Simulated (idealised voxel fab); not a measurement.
voxel fin reveal: a process module
The cross-section on display is named cut; it measures 300 nm wide, and its cells are 5 nm squares.
Throughout this document, each cross-section is represented as a grid of square cells and is presented as a sequence of bands enumerated from the top downward, where a band comprises one or more rows of cells. In this notation a band is specified by the heights of its top and bottom, in that order and in nm, after which its materials appear from left to right, each paired with its width in nm. The word "everywhere" attached to a single material means that material fills the band from edge to edge; the word "air" stands for empty space. Measure heights from 0. That's the level where, below it, the as-received wafer is all one material. The lowest band is bottomless and extends downward; write it as in "top 0, no bottom". Per-row width for "30->40": begins at first number (top row of band), ends at second number (bottom row), increment between rows held constant. "remains unaltered" -> step changed no cross-section cell. The entry titled "Closed void register" provides the empty spaces that have no open way to the top, restricted to those of 8 cells or more. Each is presented as width x height at distance, the distance being measured from the left edge, with all three in nm. after a step's settings: what the simulator itself notes on the step. A step's line can hold "overlay nm"; with a mask on that step, the setting says how far right of the planned place the mask lay, while a negative setting says it lay to the left.

[Process steps foreseen in the plan]
| 1 | op RECEIVE | material Si |
| 2 | op CONFORMAL_DEP | material SiN | thk nm 10 |
| 3 | op PATTERN | tone cover | mask id FINS | material resist | width nm 15 | pitch nm 35 | thk nm 20 | overlay nm 0 |
| 4 | op DIRECTIONAL_ETCH | etch materials SiN | depth nm 10 |
| 5 | op DIRECTIONAL_ETCH | etch materials Si | depth nm 35 |
| 6 | op STRIP | etch materials resist |
| 7 | op OXIDIZE | depth nm 5 |
| 8 | op FILL_DEP | material SiO2 | thk nm 15 |
| 9 | op CMP | height nm 10 |
| 10 | op SELECTIVE_ETCH | etch materials SiO2 | depth nm 25 |
| 11 | op STRIP | etch materials SiN |

[First wafer out of two, processed as planned]

[Wafer cross-section on receipt, i.e. after step 1]
- top 0, no bottom | Si everywhere
- Closed void register: none

[Wafer section view after processing step 2]
- top 10, bottom 0 | SiN everywhere
- Under 0: no change, same as before.

[Wafer section view after processing step 3]
- top 30, bottom 10 | air: 125; resist: 15; air: 20; resist: 15; air: 125
- Under 10: no change, same as before.

[Wafer section view after processing step 4]
- top 30, bottom 10 | air: 125; resist: 15; air: 20; resist: 15; air: 125
- top 10, bottom 0 | air: 125; SiN: 15; air: 20; SiN: 15; air: 125
- Under 0: no change, same as before.

[Wafer section view after processing step 5]
- top 30, bottom 10 | air: 125; resist: 15; air: 20; resist: 15; air: 125
- top 10, bottom 0 | air: 125; SiN: 15; air: 20; SiN: 15; air: 125
- top 0, bottom -35 | air: 125; Si: 15; air: 20; Si: 15; air: 125
- Under -35: no change, same as before.

[Wafer section view after processing step 6]
- top 10, bottom 0 | air: 125; SiN: 15; air: 20; SiN: 15; air: 125
- Under 0: no change, same as before.

[Wafer section view after processing step 7]
- top 10, bottom 0 | air: 125; SiN: 15; air: 20; SiN: 15; air: 125
- top 0, bottom -35 | air: 125; SiO2: 5; Si: 5; SiO2: 5; air: 20; SiO2: 5; Si: 5; SiO2: 5; air: 125
- top -35, bottom -40 | SiO2: 130; Si: 5; SiO2: 30; Si: 5; SiO2: 130
- Under -40: no change, same as before.

[Wafer section view after processing step 8]
- top 25, bottom 10 | SiO2 everywhere
- top 10, bottom 0 | SiO2: 125; SiN: 15; SiO2: 20; SiN: 15; SiO2: 125
- top 0, bottom -40 | SiO2: 130; Si: 5; SiO2: 30; Si: 5; SiO2: 130
- Under -40: no change, same as before.

[Wafer section view after processing step 9]
- top 10, bottom 0 | SiO2: 125; SiN: 15; SiO2: 20; SiN: 15; SiO2: 125
- Under 0: no change, same as before.

[Wafer section view after processing step 10]
- top 10, bottom 0 | air: 125; SiN: 15; air: 20; SiN: 15; air: 125
- top 0, bottom -15 | air: 130; Si: 5; air: 30; Si: 5; air: 130
- Under -15: no change, same as before.

[Wafer section view after processing step 11]
- top 0, bottom -15 | air: 130; Si: 5; air: 30; Si: 5; air: 130
- Under -15: no change, same as before.

[The second wafer was prepared from the same starting point and under the same plan as the first; its processing contained one mistake, and it remains indistinguishable from the first wafer up to and including step 10]

Planned end of step 11: second wafer, cross-section: remains unaltered
Deviation noted in wafer processing: step 11 of the plan: omitted, not performed
FYI, end of process, the second wafer has more or fewer cells of some materials than the first: +12 SiN
